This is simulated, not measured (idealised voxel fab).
This section sets out a process module, namely voxel transistor to metal.
FYI the section here is cut, 175 nm wide, cells are 5 nm squares.
This document writes a cross-section as a grid whose cells are square, and gives it as bands, listed from the top down; one or more rows of cells form a band. This entry defines a band. It first specifies the height of the band's top and the height of its bottom in nm, and then specifies the band's materials from left to right, stating each material with its width in nm. The word "all across" identifies a single material that fills the band from edge to edge, while the word "blank" identifies empty space. The level at which height equals 0 is the one under which the wafer, as it arrives, is entirely one material. No lower edge exists for the bottom band, which continues downward and is notated as in "0 down". The notation "30->40" denotes a width that varies across the rows of cells in the band, beginning at the first number in the top row, finishing at the second number in the bottom row, and changing by an identical amount from each row to the next. Where a step carries "remains unaltered", the cross-section came out of it unchanged, cell for cell. In the "Tabulated closed voids" entry, you get each enclosed empty space of 8 cells or more, one with no open way to the top, written width x height at distance, distance from the left edge, in nm. Formally, on a step line, whatever follows the settings is a remark that the simulator itself makes on the step. overlay nm, on a step with a mask: how far to the right of its planned place the mask lay; to the left if negative.
# Planned process steps
1,op RECEIVE | material Si
2,op OXIDIZE | depth nm 5
3,op CONFORMAL_DEP | material SiN | thk nm 10
4,op PATTERN | tone cover | mask id ACTIVE | material resist | width nm 105 | thk nm 20 | overlay nm 0
5,op DIRECTIONAL_ETCH | etch materials SiN | depth nm 10
6,op DIRECTIONAL_ETCH | etch materials SiO2 | depth nm 5
7,op DIRECTIONAL_ETCH | etch materials Si | depth nm 25
8,op STRIP | etch materials resist
9,op OXIDIZE | depth nm 5
10,op FILL_DEP | material SiO2 | thk nm 15
11,op CMP | height nm 10
12,op SELECTIVE_ETCH | etch materials SiO2 | depth nm 5
13,op STRIP | etch materials SiN
14,op SELECTIVE_ETCH | etch materials SiO2 | depth nm 5
15,op OXIDIZE | depth nm 5
16,op DIRECTIONAL_DEP | material polySi | thk nm 20
17,op DIRECTIONAL_DEP | material SiCN | thk nm 10
18,op MASKED_ETCH | tone cover | mask id GATE | width nm 25 | etch materials SiCN | depth nm 20 | overlay nm 0
19,op MASKED_ETCH | tone cover | mask id GATE | width nm 25 | etch materials polySi | depth nm 30 | overlay nm 0
20,op CONFORMAL_DEP | material SiO2 | thk nm 5
21,op DIRECTIONAL_ETCH | etch materials SiO2 | depth nm 5
22,op CONFORMAL_DEP | material SiN | thk nm 10
23,op DIRECTIONAL_ETCH | etch materials SiN | depth nm 10
24,op DIRECTIONAL_ETCH | etch materials SiO2 | depth nm 5
25,op DIRECTIONAL_ETCH | etch materials Si | depth nm 15
26,op EPI | material nSi | thk nm 15
27,op FILL_DEP | material SiO2 | thk nm 5
28,op CMP | height nm 15
29,op STRIP | etch materials polySi
30,op SELECTIVE_ETCH | etch materials SiO2 | depth nm 5
31,op CONFORMAL_DEP | material HfO2 | thk nm 5
32,op CONFORMAL_DEP | material TiN | thk nm 5
33,op FILL_DEP | material W | thk nm 10
34,op CMP | height nm 10
35,op DIRECTIONAL_DEP | material SiO2 | thk nm 15
36,op DIRECTIONAL_DEP | material aC | thk nm 10
37,op PATTERN | tone open | mask id CONTACT | material resist | width nm 20 | pitch nm 75 | thk nm 30 | overlay nm 0
38,op DIRECTIONAL_ETCH | etch materials aC | depth nm 10
39,op STRIP | etch materials resist
40,op DIRECTIONAL_ETCH | etch materials SiO2 | depth nm 20
41,op STRIP | etch materials aC
42,op CONFORMAL_DEP | material TiN | thk nm 5
43,op FILL_DEP | material W | thk nm 10
44,op CMP | height nm 25
45,op DIRECTIONAL_DEP | material TiN | thk nm 5
46,op DIRECTIONAL_DEP | material W | thk nm 15
47,op PATTERN | tone cover | mask id METAL_1 | material resist | width nm 20 | pitch nm 75 | thk nm 20 | overlay nm 0
48,op DIRECTIONAL_ETCH | etch materials W | depth nm 15
49,op DIRECTIONAL_ETCH | etch materials TiN | depth nm 5
50,op STRIP | etch materials resist
51,op FILL_DEP | material SiO2 | thk nm 10
52,op CMP | height nm 45
53,op CONFORMAL_DEP | material SiCN | thk nm 5
54,op DIRECTIONAL_DEP | material SiO2 | thk nm 25
55,op MASKED_ETCH | tone open | mask id METAL_2 | width nm 20 | pitch nm 75 | etch materials SiO2 | depth nm 15 | overlay nm 0
56,op MASKED_ETCH | tone open | mask id METAL_2_HOLES | width nm 15 | pitch nm 75 | etch materials SiO2 | depth nm 10 | overlay nm 0
57,op MASKED_ETCH | tone open | mask id METAL_2_HOLES | width nm 15 | pitch nm 75 | etch materials SiCN | depth nm 5 | overlay nm 0
58,op CONFORMAL_DEP | material TiN | thk nm 5
59,op FILL_DEP | material Cu | thk nm 5
60,op CMP | height nm 75
61,op CONFORMAL_DEP | material SiN | thk nm 5
# This is the cross-section of the wafer as we received it, i.e. after step 1
* 0 down: Si all across
* Tabulated closed voids: none
# The plan above was carried out on the starting structure above with one mistake, and this cross-section shows the wafer at the end of the module
* 80 to 75: SiN all across
* 75 to 65: SiO2=40  TiN=5  Cu=10  TiN=5  SiO2=55  TiN=5  Cu=10  TiN=5  SiO2=40
* 65 to 60: SiO2=40  TiN=5  Cu=5  TiN=10  SiO2=55  TiN=5  Cu=5  TiN=10  SiO2=40
* 60 to 50: SiO2=40  TiN=5  Cu=5  TiN=5  SiO2=60  TiN=5  Cu=5  TiN=5  SiO2=45
* 50 to 45: SiCN=40  TiN=15  SiCN=60  TiN=15  SiCN=45
* 45 to 30: SiO2=40  W=20  SiO2=55  W=20  SiO2=40
* 30 to 25: SiO2=40  TiN=20  SiO2=55  TiN=20  SiO2=40
* 25 to 10: SiO2=40  TiN=5  W=10  TiN=5  SiO2=55  TiN=5  W=10  TiN=5  SiO2=40
* 10 to 5: SiO2=40  TiN=20  SiN=10  HfO2=5  TiN=5  W=15  TiN=5  HfO2=5  SiN=10  TiN=20  SiO2=40
* 5 to 0: SiO2=45  nSi=15  SiN=10  HfO2=5  TiN=5  W=15  TiN=5  HfO2=5  SiN=10  nSi=15  SiO2=45
* 0 to -5: SiO2=35  SiN=10  nSi=15  SiN=10  HfO2=5  TiN=25  HfO2=5  SiN=10  nSi=15  SiN=10  SiO2=35
* -5 to -10: SiO2=45  nSi=15  SiO2=10  HfO2=35  SiO2=10  nSi=15  SiO2=45
* -10 to -25: SiO2=45  nSi=15  Si=55  nSi=15  SiO2=45
* -25 to -40: SiO2=45  Si=85  SiO2=45
* -40 down: Si all across
* Tabulated closed voids: none
So what did we get wrong on this run? step 9 changed vs plan, executed as op OXIDIZE | depth nm 10
